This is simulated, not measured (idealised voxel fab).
process module | voxel ribs on slabs
cross-section cut | 160 nm wide | cells 5 nm
A cross-section is a grid of square cells, given in bands from the top down. A band is one or more rows of cells.
Each band's line starts with the height of the band's top and of its bottom, in nm. Then come its materials from left to right, each with its width in nm. One material with "throughout" fills the band from edge to edge. "air" is empty space.
Height 0 is the level under which the wafer as received is all one material. The lowest band goes on downwards, as in "0 down".
A width such as "30 to 40" changes by the same amount from each row of cells to the next, from the band's top row to its bottom row.
"no change" after a step means that no cell of the cross-section changed.
closed voids: empty space of 8 cells or more with no open way to the top, each as width x height at its distance from the left edge, in nm
after a step's settings: what the simulator itself notes on the step
overlay nm, on a step with a mask: how far to the right of its planned place the mask lay; to the left if negative
plan
1 op RECEIVE | material Si
2 op DIRECTIONAL_DEP | material SiO2 | thk nm 25
3 op DIRECTIONAL_DEP | material polySi | thk nm 20
4 op MASKED_ETCH | tone cover | mask id RIB | width nm 20 | etch materials polySi | depth nm 5 | overlay nm 0
5 op DIRECTIONAL_DEP | material aC | thk nm 10
6 op PATTERN | tone cover | mask id SLAB | material resist | width nm 50 | thk nm 25 | overlay nm 0
7 op DIRECTIONAL_ETCH | etch materials aC | depth nm 10
8 op STRIP | etch materials resist
9 op DIRECTIONAL_ETCH | etch materials polySi | depth nm 15
10 op STRIP | etch materials aC
11 op FILL_DEP | material SiO2 | thk nm 25
12 op CMP | height nm 60
13 op DIRECTIONAL_DEP | material TiN | thk nm 5
14 op DIRECTIONAL_DEP | material aC | thk nm 15
15 op PATTERN | tone cover | mask id HEATER | material resist | width nm 30 | thk nm 30 | overlay nm 0
16 op DIRECTIONAL_ETCH | etch materials aC | depth nm 15
17 op STRIP | etch materials resist
18 op DIRECTIONAL_ETCH | etch materials TiN | depth nm 5
19 op STRIP | etch materials aC
20 op CONFORMAL_DEP | material SiN | thk nm 10
first wafer, as planned
as received, after step 1
  0 down: Si throughout
  closed voids: none
after step 2
  25 to 0: SiO2 throughout
  below 0: unchanged
after step 3
  45 to 25: polySi throughout
  below 25: unchanged
after step 4
  45 to 40: air 70 | polySi 20 | air 70
  below 40: unchanged
after step 5
  55 to 50: air 70 | aC 20 | air 70
  50 to 45: aC throughout
  45 to 40: aC 70 | polySi 20 | aC 70
  below 40: unchanged
after step 6
  80 to 55: air 55 | resist 50 | air 55
  55 to 50: air 55 | resist 15 | aC 20 | resist 15 | air 55
  below 50: unchanged
after step 7
  70 to 55: air 55 | resist 50 | air 55
  55 to 50: air 55 | resist 15 | aC 20 | resist 15 | air 55
  50 to 45: air 55 | aC 50 | air 55
  45 to 40: air 55 | aC 15 | polySi 20 | aC 15 | air 55
  below 40: unchanged
after step 8
  55 to 45: air 70 to 55 | aC 20 to 50 | air 70 to 55
  below 45: unchanged
after step 9
  55 to 45: air 70 to 55 | aC 20 to 50 | air 70 to 55
  45 to 40: air 55 | aC 15 | polySi 20 | aC 15 | air 55
  40 to 25: air 55 | polySi 50 | air 55
  below 25: unchanged
after step 10
  45 to 40: air 70 | polySi 20 | air 70
  below 40: unchanged
after step 11
  70 to 45: SiO2 throughout
  45 to 40: SiO2 70 | polySi 20 | SiO2 70
  40 to 25: SiO2 55 | polySi 50 | SiO2 55
  below 25: unchanged
after step 12
  60 to 45: SiO2 throughout
  below 45: unchanged
after step 13
  65 to 60: TiN throughout
  below 60: unchanged
after step 14
  80 to 65: aC throughout
  below 65: unchanged
after step 15
  110 to 80: air 65 | resist 30 | air 65
  below 80: unchanged
after step 16
  95 to 80: air 65 | resist 30 | air 65
  80 to 65: air 65 | aC 30 | air 65
  below 65: unchanged
after step 17
  80 to 65: air 65 | aC 30 | air 65
  below 65: unchanged
after step 18
  80 to 65: air 65 | aC 30 | air 65
  65 to 60: air 65 | TiN 30 | air 65
  below 60: unchanged
after step 19
  65 to 60: air 65 | TiN 30 | air 65
  below 60: unchanged
after step 20
  75 to 70: air 55 | SiN 50 | air 55
  70 to 65: SiN throughout
  65 to 60: SiN 65 | TiN 30 | SiN 65
  below 60: unchanged
second wafer: like start, like plan, one mistake. Through step 1 it matches the first wafer
when step 2 should have ended
  25 to 0: TiN throughout
  below 0: unchanged
when step 3 should have ended
  45 to 25: polySi throughout
  below 25: unchanged
when step 4 should have ended
  45 to 40: air 70 | polySi 20 | air 70
  below 40: unchanged
when step 5 should have ended
  55 to 50: air 70 | aC 20 | air 70
  50 to 45: aC throughout
  45 to 40: aC 70 | polySi 20 | aC 70
  below 40: unchanged
when step 6 should have ended
  80 to 55: air 55 | resist 50 | air 55
  55 to 50: air 55 | resist 15 | aC 20 | resist 15 | air 55
  below 50: unchanged
when step 7 should have ended
  70 to 55: air 55 | resist 50 | air 55
  55 to 50: air 55 | resist 15 | aC 20 | resist 15 | air 55
  50 to 45: air 55 | aC 50 | air 55
  45 to 40: air 55 | aC 15 | polySi 20 | aC 15 | air 55
  below 40: unchanged
when step 8 should have ended
  55 to 45: air 70 to 55 | aC 20 to 50 | air 70 to 55
  below 45: unchanged
when step 9 should have ended
  55 to 45: air 70 to 55 | aC 20 to 50 | air 70 to 55
  45 to 40: air 55 | aC 15 | polySi 20 | aC 15 | air 55
  40 to 25: air 55 | polySi 50 | air 55
  below 25: unchanged
when step 10 should have ended
  45 to 40: air 70 | polySi 20 | air 70
  below 40: unchanged
when step 11 should have ended
  70 to 45: SiO2 throughout
  45 to 40: SiO2 70 | polySi 20 | SiO2 70
  40 to 25: SiO2 55 | polySi 50 | SiO2 55
  below 25: unchanged
when step 12 should have ended
  60 to 45: SiO2 throughout
  below 45: unchanged
when step 13 should have ended
  65 to 60: TiN throughout
  below 60: unchanged
when step 14 should have ended
  80 to 65: aC throughout
  below 65: unchanged
when step 15 should have ended
  110 to 80: air 65 | resist 30 | air 65
  below 80: unchanged
when step 16 should have ended
  95 to 80: air 65 | resist 30 | air 65
  80 to 65: air 65 | aC 30 | air 65
  below 65: unchanged
when step 17 should have ended
  80 to 65: air 65 | aC 30 | air 65
  below 65: unchanged
when step 18 should have ended
  80 to 65: air 65 | aC 30 | air 65
  65 to 60: air 65 | TiN 30 | air 65
  below 60: unchanged
when step 19 should have ended
  65 to 60: air 65 | TiN 30 | air 65
  below 60: unchanged
when step 20 should have ended
  75 to 70: air 55 | SiN 50 | air 55
  70 to 65: SiN throughout
  65 to 60: SiN 65 | TiN 30 | SiN 65
  below 60: unchanged
what went wrong: step 2 ran as: op DIRECTIONAL_DEP | material TiN | thk nm 25
at the end the second wafer has, in cells: 160 fewer of SiO2 | 160 more of TiN
